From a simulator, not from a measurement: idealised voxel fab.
Process module name: voxel gate over fins
Cross-sectional view cut (width: 255 nm; square cell size: 5 nm).
How to read a cross-section here: the picture is a grid of square cells, written as bands going from the top down, and any band can span one or more rows of cells.
For a band, the entry starts with two heights in nm, that of the top and then that of the bottom, and carries on with the band's materials in order from left to right, each alongside its width in nm; the word "throughout" beside a single material means it fills the band edge to edge, and "air" means empty space.
All heights in this document are referenced to 0, defined as the level beneath which the wafer, as received, consists entirely of one material. The lowest band is not bounded below; it extends indefinitely downward and is written in the form "from 0 down".
A width such as "30->40" changes by the same amount from each row of cells to the next, from the band's top row to its bottom row.
Key: "remained the same" - step with no changed cell in the cross-section.
Voids not open to the top, 8 cells minimum: see "Unvented voids". Written width x height at distance; distance is from the left edge; nm.
Post-settings text on a step line: simulator's own remark regarding the step.
overlay nm: mask right of planned place by this much (step with mask). Neg. = left.

Below is the list of planned process steps:
1,RECEIVE (material Si)
2,CONFORMAL_DEP (material SiN; thk nm 5)
3,MASKED_ETCH (tone cover; mask id FINS; width nm 15; pitch nm 50; etch materials SiN; depth nm 5; overlay nm 0)
4,MASKED_ETCH (tone cover; mask id FINS; width nm 15; pitch nm 50; etch materials Si; depth nm 30; overlay nm 0)
5,FILL_DEP (material SiO2; thk nm 10)
6,CMP (height nm 5)
7,MASKED_ETCH (tone open; mask id RAIL; width nm 15; etch materials SiO2; depth nm 30; overlay nm 0)
8,CONFORMAL_DEP (material TiN; thk nm 5)
9,FILL_DEP (material Ru; thk nm 5)
10,CMP (height nm 5)
11,SELECTIVE_ETCH (etch materials W Ru TiN; depth nm 20)
12,FILL_DEP (material SiO2; thk nm 5)
13,CMP (height nm 5)
14,SELECTIVE_ETCH (etch materials SiO2; depth nm 15)
15,STRIP (etch materials SiN)
16,CONFORMAL_DEP (material HfO2; thk nm 5)
17,CONFORMAL_DEP (material TiN; thk nm 5)
18,CONFORMAL_DEP (material TiAl; thk nm 5)
19,CONFORMAL_DEP (material TiN; thk nm 5)
20,FILL_DEP (material W; thk nm 10)
21,CMP (height nm 25)
22,CONFORMAL_DEP (material SiCN; thk nm 5)

So, the first of our two wafers, run just as we planned it:

Cross-section, incoming material, after step 1:
	from 0 down = Si throughout
	Unvented voids: none

Cross-section of the wafer after step 2:
	from 5 to 0 = SiN throughout
	At heights below 0, the structure remains unaltered.

Cross-section of the wafer after step 3:
	from 5 to 0 = air=70, then SiN=15, then air=35, then SiN=15, then air=35, then SiN=15, then air=70
	At heights below 0, the structure remains unaltered.

Cross-section of the wafer after step 4:
	from 5 to 0 = air=70, then SiN=15, then air=35, then SiN=15, then air=35, then SiN=15, then air=70
	from 0 to -30 = air=70, then Si=15, then air=35, then Si=15, then air=35, then Si=15, then air=70
	At heights below -30, the structure remains unaltered.

Cross-section of the wafer after step 5:
	from 15 to 5 = SiO2 throughout
	from 5 to 0 = SiO2=70, then SiN=15, then SiO2=35, then SiN=15, then SiO2=35, then SiN=15, then SiO2=70
	from 0 to -30 = SiO2=70, then Si=15, then SiO2=35, then Si=15, then SiO2=35, then Si=15, then SiO2=70
	At heights below -30, the structure remains unaltered.

Cross-section of the wafer after step 6:
	from 5 to 0 = SiO2=70, then SiN=15, then SiO2=35, then SiN=15, then SiO2=35, then SiN=15, then SiO2=70
	At heights below 0, the structure remains unaltered.

Cross-section of the wafer after step 7:
	from 5 to 0 = SiO2=70, then SiN=15, then SiO2=10, then air=15, then SiO2=10, then SiN=15, then SiO2=35, then SiN=15, then SiO2=70
	from 0 to -25 = SiO2=70, then Si=15, then SiO2=10, then air=15, then SiO2=10, then Si=15, then SiO2=35, then Si=15, then SiO2=70
	At heights below -25, the structure remains unaltered.

Cross-section of the wafer after step 8:
	from 10 to 5 = TiN=100, then air=5, then TiN=150
	from 5 to 0 = SiO2=70, then SiN=15, then SiO2=10, then TiN=5, then air=5, then TiN=5, then SiO2=10, then SiN=15, then SiO2=35, then SiN=15, then SiO2=70
	from 0 to -20 = SiO2=70, then Si=15, then SiO2=10, then TiN=5, then air=5, then TiN=5, then SiO2=10, then Si=15, then SiO2=35, then Si=15, then SiO2=70
	from -20 to -25 = SiO2=70, then Si=15, then SiO2=10, then TiN=15, then SiO2=10, then Si=15, then SiO2=35, then Si=15, then SiO2=70
	At heights below -25, the structure remains unaltered.

Cross-section of the wafer after step 9:
	from 15 to 10 = Ru throughout
	from 10 to 5 = TiN=100, then Ru=5, then TiN=150
	from 5 to 0 = SiO2=70, then SiN=15, then SiO2=10, then TiN=5, then Ru=5, then TiN=5, then SiO2=10, then SiN=15, then SiO2=35, then SiN=15, then SiO2=70
	from 0 to -20 = SiO2=70, then Si=15, then SiO2=10, then TiN=5, then Ru=5, then TiN=5, then SiO2=10, then Si=15, then SiO2=35, then Si=15, then SiO2=70
	At heights below -20, the structure remains unaltered.

Cross-section of the wafer after step 10:
	from 5 to 0 = SiO2=70, then SiN=15, then SiO2=10, then TiN=5, then Ru=5, then TiN=5, then SiO2=10, then SiN=15, then SiO2=35, then SiN=15, then SiO2=70
	At heights below 0, the structure remains unaltered.

Cross-section of the wafer after step 11:
	from 5 to 0 = SiO2=70, then SiN=15, then SiO2=10, then air=15, then SiO2=10, then SiN=15, then SiO2=35, then SiN=15, then SiO2=70
	from 0 to -15 = SiO2=70, then Si=15, then SiO2=10, then air=15, then SiO2=10, then Si=15, then SiO2=35, then Si=15, then SiO2=70
	At heights below -15, the structure remains unaltered.

Cross-section of the wafer after step 12:
	from 10 to 5 = SiO2 throughout
	from 5 to 0 = SiO2=70, then SiN=15, then SiO2=35, then SiN=15, then SiO2=35, then SiN=15, then SiO2=70
	from 0 to -15 = SiO2=70, then Si=15, then SiO2=35, then Si=15, then SiO2=35, then Si=15, then SiO2=70
	At heights below -15, the structure remains unaltered.

Cross-section of the wafer after step 13:
	from 5 to 0 = SiO2=70, then SiN=15, then SiO2=35, then SiN=15, then SiO2=35, then SiN=15, then SiO2=70
	At heights below 0, the structure remains unaltered.

Cross-section of the wafer after step 14:
	from 5 to 0 = air=70, then SiN=15, then air=35, then SiN=15, then air=35, then SiN=15, then air=70
	from 0 to -10 = air=70, then Si=15, then air=35, then Si=15, then air=35, then Si=15, then air=70
	At heights below -10, the structure remains unaltered.

Cross-section of the wafer after step 15:
	from 0 to -10 = air=70, then Si=15, then air=35, then Si=15, then air=35, then Si=15, then air=70
	At heights below -10, the structure remains unaltered.

Cross-section of the wafer after step 16:
	from 5 to 0 = air=65, then HfO2=25, then air=25, then HfO2=25, then air=25, then HfO2=25, then air=65
	from 0 to -5 = air=65, then HfO2=5, then Si=15, then HfO2=5, then air=25, then HfO2=5, then Si=15, then HfO2=5, then air=25, then HfO2=5, then Si=15, then HfO2=5, then air=65
	from -5 to -10 = HfO2=70, then Si=15, then HfO2=35, then Si=15, then HfO2=35, then Si=15, then HfO2=70
	At heights below -10, the structure remains unaltered.

Cross-section of the wafer after step 17:
	from 10 to 5 = air=60, then TiN=35, then air=15, then TiN=35, then air=15, then TiN=35, then air=60
	from 5 to 0 = air=60, then TiN=5, then HfO2=25, then TiN=5, then air=15, then TiN=5, then HfO2=25, then TiN=5, then air=15, then TiN=5, then HfO2=25, then TiN=5, then air=60
	from 0 to -5 = TiN=65, then HfO2=5, then Si=15, then HfO2=5, then TiN=25, then HfO2=5, then Si=15, then HfO2=5, then TiN=25, then HfO2=5, then Si=15, then HfO2=5, then TiN=65
	At heights below -5, the structure remains unaltered.

Cross-section of the wafer after step 18:
	from 15 to 10 = air=55, then TiAl=45, then air=5, then TiAl=45, then air=5, then TiAl=45, then air=55
	from 10 to 5 = air=55, then TiAl=5, then TiN=35, then TiAl=5, then air=5, then TiAl=5, then TiN=35, then TiAl=5, then air=5, then TiAl=5, then TiN=35, then TiAl=5, then air=55
	from 5 to 0 = TiAl=60, then TiN=5, then HfO2=25, then TiN=5, then TiAl=15, then TiN=5, then HfO2=25, then TiN=5, then TiAl=15, then TiN=5, then HfO2=25, then TiN=5, then TiAl=60
	At heights below 0, the structure remains unaltered.

Cross-section of the wafer after step 19:
	from 20 to 15 = air=50, then TiN=155, then air=50
	from 15 to 10 = air=50, then TiN=5, then TiAl=45, then TiN=5, then TiAl=45, then TiN=5, then TiAl=45, then TiN=5, then air=50
	from 10 to 5 = TiN=55, then TiAl=5, then TiN=35, then TiAl=5, then TiN=5, then TiAl=5, then TiN=35, then TiAl=5, then TiN=5, then TiAl=5, then TiN=35, then TiAl=5, then TiN=55
	At heights below 5, the structure remains unaltered.

Cross-section of the wafer after step 20:
	from 30 to 20 = W throughout
	from 20 to 15 = W=50, then TiN=155, then W=50
	from 15 to 10 = W=50, then TiN=5, then TiAl=45, then TiN=5, then TiAl=45, then TiN=5, then TiAl=45, then TiN=5, then W=50
	At heights below 10, the structure remains unaltered.

Cross-section of the wafer after step 21:
	from 25 to 20 = W throughout
	At heights below 20, the structure remains unaltered.

Cross-section of the wafer after step 22:
	from 30 to 25 = SiCN throughout
	At heights below 25, the structure remains unaltered.

The second wafer began exactly as the first did and followed the same plan, but one mistake was made while running it; through step 11 inclusive, the two wafers are identical:

At the planned end of step 12, the second wafer in cross-section:
	from 10 to 5 = HfO2 throughout
	from 5 to 0 = SiO2=70, then SiN=15, then SiO2=10, then HfO2=15, then SiO2=10, then SiN=15, then SiO2=35, then SiN=15, then SiO2=70
	from 0 to -15 = SiO2=70, then Si=15, then SiO2=10, then HfO2=15, then SiO2=10, then Si=15, then SiO2=35, then Si=15, then SiO2=70
	At heights below -15, the structure remains unaltered.

At the planned end of step 13, the second wafer in cross-section:
	from 5 to 0 = SiO2=70, then SiN=15, then SiO2=10, then HfO2=15, then SiO2=10, then SiN=15, then SiO2=35, then SiN=15, then SiO2=70
	At heights below 0, the structure remains unaltered.

At the planned end of step 14, the second wafer in cross-section:
	from 5 to 0 = air=70, then SiN=15, then air=10, then HfO2=15, then air=10, then SiN=15, then air=35, then SiN=15, then air=70
	from 0 to -10 = air=70, then Si=15, then air=10, then HfO2=15, then air=10, then Si=15, then air=35, then Si=15, then air=70
	At heights below -10, the structure remains unaltered.

At the planned end of step 15, the second wafer in cross-section:
	from 5 to 0 = air=95, then HfO2=15, then air=145
	At heights below 0, the structure remains unaltered.

At the planned end of step 16, the second wafer in cross-section:
	from 10 to 5 = air=90, then HfO2=25, then air=140
	from 5 to 0 = air=65, then HfO2=75, then air=25, then HfO2=25, then air=65
	from 0 to -5 = air=65, then HfO2=5, then Si=15, then HfO2=35, then Si=15, then HfO2=5, then air=25, then HfO2=5, then Si=15, then HfO2=5, then air=65
	from -5 to -10 = HfO2=70, then Si=15, then HfO2=35, then Si=15, then HfO2=35, then Si=15, then HfO2=70
	At heights below -10, the structure remains unaltered.

At the planned end of step 17, the second wafer in cross-section:
	from 15 to 10 = air=85, then TiN=35, then air=135
	from 10 to 5 = air=60, then TiN=30, then HfO2=25, then TiN=30, then air=15, then TiN=35, then air=60
	from 5 to 0 = air=60, then TiN=5, then HfO2=75, then TiN=5, then air=15, then TiN=5, then HfO2=25, then TiN=5, then air=60
	from 0 to -5 = TiN=65, then HfO2=5, then Si=15, then HfO2=35, then Si=15, then HfO2=5, then TiN=25, then HfO2=5, then Si=15, then HfO2=5, then TiN=65
	At heights below -5, the structure remains unaltered.

At the planned end of step 18, the second wafer in cross-section:
	from 20 to 15 = air=80, then TiAl=45, then air=130
	from 15 to 10 = air=55, then TiAl=30, then TiN=35, then TiAl=30, then air=5, then TiAl=45, then air=55
	from 10 to 5 = air=55, then TiAl=5, then TiN=30, then HfO2=25, then TiN=30, then TiAl=5, then air=5, then TiAl=5, then TiN=35, then TiAl=5, then air=55
	from 5 to 0 = TiAl=60, then TiN=5, then HfO2=75, then TiN=5, then TiAl=15, then TiN=5, then HfO2=25, then TiN=5, then TiAl=60
	At heights below 0, the structure remains unaltered.

At the planned end of step 19, the second wafer in cross-section:
	from 25 to 20 = air=75, then TiN=55, then air=125
	from 20 to 15 = air=50, then TiN=30, then TiAl=45, then TiN=80, then air=50
	from 15 to 10 = air=50, then TiN=5, then TiAl=30, then TiN=35, then TiAl=30, then TiN=5, then TiAl=45, then TiN=5, then air=50
	from 10 to 5 = TiN=55, then TiAl=5, then TiN=30, then HfO2=25, then TiN=30, then TiAl=5, then TiN=5, then TiAl=5, then TiN=35, then TiAl=5, then TiN=55
	At heights below 5, the structure remains unaltered.

At the planned end of step 20, the second wafer in cross-section:
	from 35 to 25 = W throughout
	from 25 to 20 = W=75, then TiN=55, then W=125
	from 20 to 15 = W=50, then TiN=30, then TiAl=45, then TiN=80, then W=50
	from 15 to 10 = W=50, then TiN=5, then TiAl=30, then TiN=35, then TiAl=30, then TiN=5, then TiAl=45, then TiN=5, then W=50
	At heights below 10, the structure remains unaltered.

At the planned end of step 21, the second wafer in cross-section:
	from 25 to 20 = W=75, then TiN=55, then W=125
	At heights below 20, the structure remains unaltered.

At the planned end of step 22, the second wafer in cross-section:
	from 30 to 25 = SiCN throughout
	At heights below 25, the structure remains unaltered.
Deviation noted in wafer processing: step 12, actual vs plan mismatch, actual run FILL_DEP (material HfO2; thk nm 5)
Cell-count delta at end, second wafer over first, by material: 18 more of HfO2, 3 fewer of SiO2, 2 fewer of TiAl, 2 fewer of TiN, 11 fewer of W
